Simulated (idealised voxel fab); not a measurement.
This is a process module. Its name is voxel released beams.
It is cross-section cut that appears here, measuring 250 nm in width, its square cells being 5 nm in size.
A cross-section is a grid of square cells, given in bands from the top down. A band is one or more rows of cells.
The entry gives the band's vertical extent as a top height and a bottom height in nm, then its horizontal make-up as materials from left to right, each with a width in nm. "empty" stands for empty space; a single material marked "throughout" fills the band edge to edge.
Heights are expressed relative to 0, this being the level below which the as-received wafer comprises one material exclusively. The lowest band is unbounded in the downward direction and is denoted as in "from 0 down".
Think of "30 to 40" as a width that walks from the first number to the second as you go down the band, top row to bottom row, taking equal-sized steps from row to row.
"identical to before" means the step left every cell of the cross-section as it was.
So "Sealed-off cavities" is basically the list of trapped voids: any empty space of 8 cells or more that can't reach the top through an opening. They're written width x height at distance, the distance being from the left edge, and it's all nm.
Heads up: the bit after the settings on a step's line is the simulator's remark on that step.
Steps that use a mask can have "overlay nm" on their line. It says how far the mask sat to the right of where it was meant to be. Negative means to the left.

PROCESS STEPS FORESEEN IN THE PLAN
step 1: RECEIVE [material Si]
step 2: CONFORMAL_DEP [material SiN] [thk nm 5]
step 3: DIRECTIONAL_DEP [material SiO2] [thk nm 10]
step 4: MASKED_ETCH [tone open] [mask id ANCHOR] [width nm 40] [etch materials SiO2] [depth nm 10] [overlay nm 0]
step 5: CONFORMAL_DEP [material polySi] [thk nm 15]
step 6: DIRECTIONAL_DEP [material aC] [thk nm 10]
step 7: PATTERN [tone cover] [mask id BEAM] [material resist] [width nm 115] [thk nm 25] [overlay nm 0]
step 8: DIRECTIONAL_ETCH [etch materials aC] [depth nm 10]
step 9: STRIP [etch materials resist]
step 10: DIRECTIONAL_ETCH [etch materials polySi] [depth nm 15]
step 11: STRIP [etch materials aC]
step 12: STRIP [etch materials SiO2]

CROSS-SECTION OF THE WAFER AS IT CAME TO US, I.E., ALREADY THROUGH STEP 1
from 0 down: Si throughout
Sealed-off cavities: none

FINAL CROSS-SECTION, MODULE RUN WITH ONE MISTAKE (START AND PLAN AS ABOVE)
from 30 to 20: 75 empty; 10 polySi; 10 empty; 95 polySi; 60 empty
from 20 to 15: 75 empty; 115 polySi; 60 empty
from 15 to 5: 70 empty; 40 polySi; 140 empty
from 5 to 0: SiN throughout
from 0 down: Si throughout
Sealed-off cavities: none
Error vs. plan: in deviation from the planned setting, step 7 was conducted as PATTERN [tone cover] [mask id BEAM] [material resist] [width nm 115] [thk nm 25] [overlay nm 10]
